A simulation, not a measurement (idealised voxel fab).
voxel transistor to metal: a process module
Square cells of 5 nm make up the cross-section cut, whose width is 190 nm.
For the purposes of this document, a cross-section shall be understood as a grid of square cells, specified as bands listed in top-to-bottom order, each band consisting of one or more rows of cells. First you get the band's top height and its bottom height, in nm, and then the materials it's made of, left to right, with each width in nm. If you see a single material with "throughout", that one covers the band edge to edge. "empty" is empty space. Heights are expressed relative to 0, this being the level below which the as-received wafer comprises one material exclusively. The lowest band is unbounded in the downward direction and is denoted as in "0 nm and below". Width "30 to 40": first value at the band's top row of cells, second value at its bottom row, equal change from row to row. Basically "remained unchanged" means that step didn't change any cell in the cross-section. Entry "Trapped voids" = empty spaces >= 8 cells with no open way to the top; each as width x height at distance, distance from left edge, all nm. On each step's line, the part that comes after the settings is the simulator's own comment on the step. "overlay nm" on a masked step: distance the mask lay right of its planned place, negative for left.

-- Process steps (planned)
1: RECEIVE,material Si
2: CONFORMAL_DEP,material SiO2,thk nm 5
3: CONFORMAL_DEP,material SiN,thk nm 15
4: MASKED_ETCH,tone cover,mask id ACTIVE,width nm 115,etch materials SiN,depth nm 15,overlay nm 0
5: MASKED_ETCH,tone cover,mask id ACTIVE,width nm 115,etch materials SiO2,depth nm 5,overlay nm 0
6: MASKED_ETCH,tone cover,mask id ACTIVE,width nm 115,etch materials Si,depth nm 20,overlay nm 0
7: FILL_DEP,material SiO2,thk nm 5
8: CMP,height nm 20
9: SELECTIVE_ETCH,etch materials SiO2,depth nm 10
10: STRIP,etch materials SiN
11: SELECTIVE_ETCH,etch materials SiO2,depth nm 5
12: OXIDIZE,depth nm 5
13: DIRECTIONAL_DEP,material polySi,thk nm 30
14: DIRECTIONAL_DEP,material SiCN,thk nm 15
15: DIRECTIONAL_DEP,material aC,thk nm 10
16: PATTERN,tone cover,mask id GATE,material resist,width nm 25,thk nm 25,overlay nm 0
17: DIRECTIONAL_ETCH,etch materials aC,depth nm 10
18: STRIP,etch materials resist
19: DIRECTIONAL_ETCH,etch materials SiCN,depth nm 25
20: DIRECTIONAL_ETCH,etch materials polySi,depth nm 40
21: STRIP,etch materials aC
22: CONFORMAL_DEP,material SiN,thk nm 5
23: DIRECTIONAL_ETCH,etch materials SiN,depth nm 5
24: DIRECTIONAL_ETCH,etch materials SiO2,depth nm 5
25: DIRECTIONAL_ETCH,etch materials Si,depth nm 5
26: EPI,material nSi,thk nm 5
27: FILL_DEP,material SiO2,thk nm 5
28: CMP,height nm 30
29: STRIP,etch materials polySi
30: SELECTIVE_ETCH,etch materials SiO2,depth nm 5
31: CONFORMAL_DEP,material HfO2,thk nm 5
32: CONFORMAL_DEP,material TiN,thk nm 5
33: FILL_DEP,material W,thk nm 5
34: CMP,height nm 25
35: DIRECTIONAL_DEP,material SiO2,thk nm 10
36: DIRECTIONAL_DEP,material aC,thk nm 15
37: PATTERN,tone open,mask id CONTACT,material resist,width nm 20,pitch nm 85,thk nm 35,overlay nm 0
38: DIRECTIONAL_ETCH,etch materials aC,depth nm 15
39: STRIP,etch materials resist
40: DIRECTIONAL_ETCH,etch materials SiO2,depth nm 40
41: STRIP,etch materials aC
42: CONFORMAL_DEP,material TiN,thk nm 5
43: FILL_DEP,material W,thk nm 5
44: CMP,height nm 35
45: DIRECTIONAL_DEP,material TiN,thk nm 5
46: DIRECTIONAL_DEP,material Ru,thk nm 25
47: PATTERN,tone cover,mask id METAL_1,material resist,width nm 20,pitch nm 85,thk nm 20,overlay nm 0
48: DIRECTIONAL_ETCH,etch materials Ru,depth nm 25
49: DIRECTIONAL_ETCH,etch materials TiN,depth nm 5
50: STRIP,etch materials resist
51: FILL_DEP,material lowk,thk nm 5
52: CMP,height nm 65
53: CONFORMAL_DEP,material SiCN,thk nm 5
54: DIRECTIONAL_DEP,material SiO2,thk nm 30
55: DIRECTIONAL_DEP,material aC,thk nm 15
56: PATTERN,tone open,mask id METAL_2,material resist,width nm 20,pitch nm 85,thk nm 30,overlay nm 0
57: DIRECTIONAL_ETCH,etch materials aC,depth nm 15
58: STRIP,etch materials resist
59: DIRECTIONAL_ETCH,etch materials SiO2,depth nm 15
60: STRIP,etch materials aC
61: DIRECTIONAL_DEP,material aC,thk nm 15
62: PATTERN,tone open,mask id METAL_2_HOLES,material resist,width nm 15,pitch nm 85,thk nm 35,overlay nm 0
63: DIRECTIONAL_ETCH,etch materials aC,depth nm 15
64: STRIP,etch materials resist
65: DIRECTIONAL_ETCH,etch materials SiO2,depth nm 15
66: DIRECTIONAL_ETCH,etch materials SiCN,depth nm 5
67: STRIP,etch materials aC
68: CONFORMAL_DEP,material TiN,thk nm 5
69: FILL_DEP,material Cu,thk nm 5
70: CMP,height nm 100
71: CONFORMAL_DEP,material SiCN,thk nm 5

-- The cross-section here shows the wafer as received, i.e. in its state after step 1
  0 nm and below | Si throughout
  Trapped voids: none

-- First of two wafers at the end of the module, shown in cross-section; run carried out as planned
  105 nm to 100 nm | SiCN throughout
  100 nm to 90 nm | SiO2: 40  TiN: 5  Cu: 10  TiN: 5  SiO2: 65  TiN: 5  Cu: 10  TiN: 5  SiO2: 45
  90 nm to 85 nm | SiO2: 40  TiN: 5  Cu: 5  TiN: 10  SiO2: 65  TiN: 5  Cu: 5  TiN: 10  SiO2: 45
  85 nm to 70 nm | SiO2: 40  TiN: 5  Cu: 5  TiN: 5  SiO2: 70  TiN: 5  Cu: 5  TiN: 5  SiO2: 50
  70 nm to 65 nm | SiCN: 40  TiN: 15  SiCN: 70  TiN: 15  SiCN: 50
  65 nm to 40 nm | lowk: 40  Ru: 20  lowk: 65  Ru: 20  lowk: 45
  40 nm to 35 nm | lowk: 40  TiN: 20  lowk: 65  TiN: 20  lowk: 45
  35 nm to 25 nm | SiO2: 40  TiN: 5  W: 10  TiN: 5  SiO2: 65  TiN: 5  W: 10  TiN: 5  SiO2: 45
  25 nm to 5 nm | SiO2: 40  TiN: 5  W: 10  TiN: 5  SiO2: 15  SiN: 5  HfO2: 5  TiN: 5  W: 5  TiN: 5  HfO2: 5  SiN: 5  SiO2: 15  TiN: 5  W: 10  TiN: 5  SiO2: 45
  5 nm to 0 nm | SiO2: 30  SiN: 5  SiO2: 5  TiN: 5  W: 10  TiN: 5  SiO2: 15  SiN: 5  HfO2: 5  TiN: 15  HfO2: 5  SiN: 5  SiO2: 15  TiN: 5  W: 10  TiN: 5  SiO2: 5  SiN: 5  SiO2: 35
  0 nm to -5 nm | SiO2: 40  TiN: 20  SiO2: 10  nSi: 5  HfO2: 35  nSi: 5  SiO2: 10  TiN: 20  SiO2: 45
  -5 nm to -10 nm | SiO2: 35  nSi: 40  Si: 35  nSi: 40  SiO2: 40
  -10 nm to -20 nm | SiO2: 35  Si: 115  SiO2: 40
  -20 nm and below | Si throughout
  Trapped voids: none

-- Here is the second of the two wafers cut open at the end of the module - same start, same plan as the first one, but we made one mistake running it
  105 nm to 100 nm | SiCN throughout
  100 nm to 90 nm | SiO2: 40  TiN: 5  Cu: 10  TiN: 5  SiO2: 65  TiN: 5  Cu: 10  TiN: 5  SiO2: 45
  90 nm to 85 nm | SiO2: 40  TiN: 5  Cu: 5  TiN: 10  SiO2: 65  TiN: 5  Cu: 5  TiN: 10  SiO2: 45
  85 nm to 70 nm | SiO2: 40  TiN: 5  Cu: 5  TiN: 5  SiO2: 70  TiN: 5  Cu: 5  TiN: 5  SiO2: 50
  70 nm to 65 nm | SiCN: 40  TiN: 15  SiCN: 70  TiN: 15  SiCN: 50
  65 nm to 40 nm | lowk: 40  Ru: 20  lowk: 65  Ru: 20  lowk: 45
  40 nm to 35 nm | lowk: 40  TiN: 20  lowk: 65  TiN: 20  lowk: 45
  35 nm to 25 nm | SiO2: 40  TiN: 5  W: 10  TiN: 5  SiO2: 65  TiN: 5  W: 10  TiN: 5  SiO2: 45
  25 nm to 10 nm | SiO2: 40  TiN: 5  W: 10  TiN: 5  SiO2: 15  SiN: 5  HfO2: 5  TiN: 5  W: 5  TiN: 5  HfO2: 5  SiN: 5  SiO2: 15  TiN: 5  W: 10  TiN: 5  SiO2: 45
  10 nm to 5 nm | SiO2: 40  TiN: 5  W: 10  TiN: 5  SiO2: 15  SiN: 5  HfO2: 5  TiN: 15  HfO2: 5  SiN: 5  SiO2: 15  TiN: 5  W: 10  TiN: 5  SiO2: 45
  5 nm to 0 nm | SiO2: 35  SiN: 5  TiN: 20  SiO2: 10  nSi: 5  HfO2: 35  nSi: 5  SiO2: 10  TiN: 20  SiN: 5  SiO2: 40
  0 nm to -5 nm | SiO2: 30  nSi: 5  SiO2: 5  TiN: 5  nSi: 30  Si: 35  nSi: 30  TiN: 5  SiO2: 5  nSi: 5  SiO2: 35
  -5 nm to -10 nm | nSi: 35  Si: 115  nSi: 40
  -10 nm and below | Si throughout
  Trapped voids: none
Diagnosis: off-plan run, step 4, actual operation and settings MASKED_ETCH,tone open,mask id ACTIVE,width nm 115,etch materials SiN,depth nm 15,overlay nm 0
Heads up, by the end the second wafer has more or fewer cells of some materials compared to the first: HfO2: 2 fewer | Si: 53 more | SiN: 2 fewer | SiO2: 53 fewer | TiN: 4 fewer | W: 5 fewer | nSi: 13 more
